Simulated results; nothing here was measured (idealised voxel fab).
The document below concerns the process module designated voxel self aligned contacts.
Pictured: cross-section cut, 165 nm wide, on a grid of 5 nm square cells.
The cross-sections in this document take the form of a grid made of square cells. They are written out as bands, in order from top to bottom. Each band consists of one or more rows of cells.
The entry gives the band's vertical extent as a top height and a bottom height in nm, then its horizontal make-up as materials from left to right, each with a width in nm. "empty" stands for empty space; a single material marked "all across" fills the band edge to edge.
Beneath 0, the wafer as received is one material, and that level is where height counting begins. The lowest band goes on downward without a bottom; it is written like "top 0, no bottom".
It should be noted that a width expressed as "30 to 40" varies in equal increments from row to row of cells within the band, taking the value of the first number at the top row and that of the second number at the bottom row.
"no modification" (step): cross-section cells unchanged, all of them.
Empty spaces without an open route to the top, at least 8 cells in extent, make up the entry "Enclosed empty spaces"; each is given as width x height at distance, where the distance is measured from the left edge, and all are in nm.
Heads up: the bit after the settings on a step's line is the simulator's remark on that step.
overlay nm: step with mask; distance mask lay right of planned place; negative value = left of planned place.
Below is the list of planned process steps
step 1: RECEIVE (material Si)
step 2: OXIDIZE (depth nm 5)
step 3: DIRECTIONAL_DEP (material polySi; thk nm 30)
step 4: DIRECTIONAL_DEP (material SiN; thk nm 20)
step 5: DIRECTIONAL_DEP (material aC; thk nm 15)
step 6: PATTERN (tone cover; mask id GATE; material resist; width nm 35; pitch nm 70; thk nm 30; overlay nm 0)
step 7: DIRECTIONAL_ETCH (etch materials aC; depth nm 15)
step 8: STRIP (etch materials resist)
step 9: DIRECTIONAL_ETCH (etch materials SiN; depth nm 20)
step 10: DIRECTIONAL_ETCH (etch materials polySi; depth nm 30)
step 11: STRIP (etch materials aC)
step 12: CONFORMAL_DEP (material SiN; thk nm 10)
step 13: DIRECTIONAL_ETCH (etch materials SiN; depth nm 10)
step 14: FILL_DEP (material SiO2; thk nm 15)
step 15: CMP (height nm 60)
step 16: DIRECTIONAL_DEP (material aC; thk nm 15)
step 17: PATTERN (tone open; mask id CONTACT; material resist; width nm 45; thk nm 30; overlay nm 0)
step 18: DIRECTIONAL_ETCH (etch materials aC; depth nm 15)
step 19: STRIP (etch materials resist)
step 20: DIRECTIONAL_ETCH (etch materials SiO2; depth nm 65)
step 21: STRIP (etch materials aC)
step 22: CONFORMAL_DEP (material TiN; thk nm 5)
step 23: FILL_DEP (material Ru; thk nm 10)
step 24: CMP (height nm 60)
step 25: CONFORMAL_DEP (material SiCN; thk nm 5)
Shown in cross-section is the wafer as received, that is, as it stands after step 1
- top 0, no bottom | Si all across
- Enclosed empty spaces: none
first wafer at the end, as planned
- top 65, bottom 60 | SiCN all across
- top 60, bottom 50 | 60 of SiO2, then 5 to 20 of TiN, then 35 to 5 of Ru, then 5 to 20 of TiN, then 60 of SiO2
- top 50, bottom 30 | 20 of SiO2, then 55 of SiN, then 5 of TiN, then 5 of Ru, then 5 of TiN, then 55 of SiN, then 20 of SiO2
- top 30, bottom 0 | 20 of SiO2, then 10 of SiN, then 35 of polySi, then 10 of SiN, then 5 of TiN, then 5 of Ru, then 5 of TiN, then 10 of SiN, then 35 of polySi, then 10 of SiN, then 20 of SiO2
- top 0, bottom -5 | 75 of SiO2, then 15 of TiN, then 75 of SiO2
- top -5, no bottom | Si all across
- Enclosed empty spaces: none
Cross-sectional view: second of two wafers, end of module; start and plan identical to the first, one mistake in running
- top 65, bottom 60 | SiCN all across
- top 60, bottom 50 | 60 of SiO2, then 5 to 20 of TiN, then 35 to 5 of aC, then 5 to 20 of TiN, then 60 of SiO2
- top 50, bottom 30 | 20 of SiO2, then 55 of SiN, then 5 of TiN, then 5 of aC, then 5 of TiN, then 55 of SiN, then 20 of SiO2
- top 30, bottom 0 | 20 of SiO2, then 10 of SiN, then 35 of polySi, then 10 of SiN, then 5 of TiN, then 5 of aC, then 5 of TiN, then 10 of SiN, then 35 of polySi, then 10 of SiN, then 20 of SiO2
- top 0, bottom -5 | 75 of SiO2, then 15 of TiN, then 75 of SiO2
- top -5, no bottom | Si all across
- Enclosed empty spaces: none
What was the processing mistake? step 23: run off-plan, actual operation and settings FILL_DEP (material aC; thk nm 10)
Once processing is complete, comparing cell counts shows that the second wafer has more or fewer of certain materials than the first: Ru: 18 fewer, aC: 18 more
